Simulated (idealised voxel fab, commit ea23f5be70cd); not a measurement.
The following is a process module called voxel tone inversion.
The cross-section shown here is cut; it is 255 nm wide and divided into square cells measuring 5 nm on a side.
Cross-section, as written here: a square-cell grid given band by band from the top down, where a band holds one or more rows of cells.
In this notation a band is specified by the heights of its top and bottom, in that order and in nm, after which its materials appear from left to right, each paired with its width in nm. The word "throughout" attached to a single material means that material fills the band from edge to edge; the word "blank" stands for empty space.
All heights in this document are referenced to 0, defined as the level beneath which the wafer, as received, consists entirely of one material. The lowest band is not bounded below; it extends indefinitely downward and is written in the form "z 0 and below".
The expression "30..40" gives the width at the extremes of the band, the first number at its top row of cells and the second at its bottom row, with the width changing by equal amounts from each row to the next in between.
Step marked "no change occurred"? Then no cell in the cross-section changed in it.
Look at "Cavities, closed" for the closed voids: empty spaces with no open path to the top, sized 8 cells or up. Each is width x height at distance, distance from the left edge, all nm.
The remark found on a step's line after its settings is issued by the simulator itself and pertains to that step.
The optional step-line setting "overlay nm" applies to steps with a mask and quantifies how far to the right of its planned location the mask lay, a negative value indicating leftward placement.

The process steps that were planned are listed below
1) RECEIVE | material Si
2) CONFORMAL_DEP | material SiN | thk nm 10
3) DIRECTIONAL_DEP | material polySi | thk nm 25
4) PATTERN | tone cover | mask id POSTS | material resist | width nm 25 | pitch nm 40 | thk nm 30 | overlay nm 0
5) DIRECTIONAL_ETCH | etch materials polySi | depth nm 25
6) STRIP | etch materials resist
7) FILL_DEP | material lowk | thk nm 5
8) CMP | height nm 35
9) STRIP | etch materials polySi
10) CONFORMAL_DEP | material TiN | thk nm 5
11) FILL_DEP | material Cu | thk nm 10
12) CMP | height nm 35
13) CONFORMAL_DEP | material SiCN | thk nm 5

Wafer as received: cross-section following step 1
> z 0 and below = Si throughout
> Cavities, closed: none

Wafer cross-section at end of module: start and plan as shown above, one execution error
> z 40 to 35 = SiCN throughout
> z 35 to 15 = 95 of lowk, 5 of SiN, 15 of Cu, 5 of SiN, 15 of lowk, 5 of SiN, 15 of Cu, 5 of SiN, 95 of lowk
> z 15 to 10 = 95 of lowk, 25 of SiN, 15 of lowk, 25 of SiN, 95 of lowk
> z 10 to 0 = SiN throughout
> z 0 and below = Si throughout
> Cavities, closed: none
What was done differently from what was planned? note that step 10 departed from the planned setting and was carried out as CONFORMAL_DEP | material SiN | thk nm 5
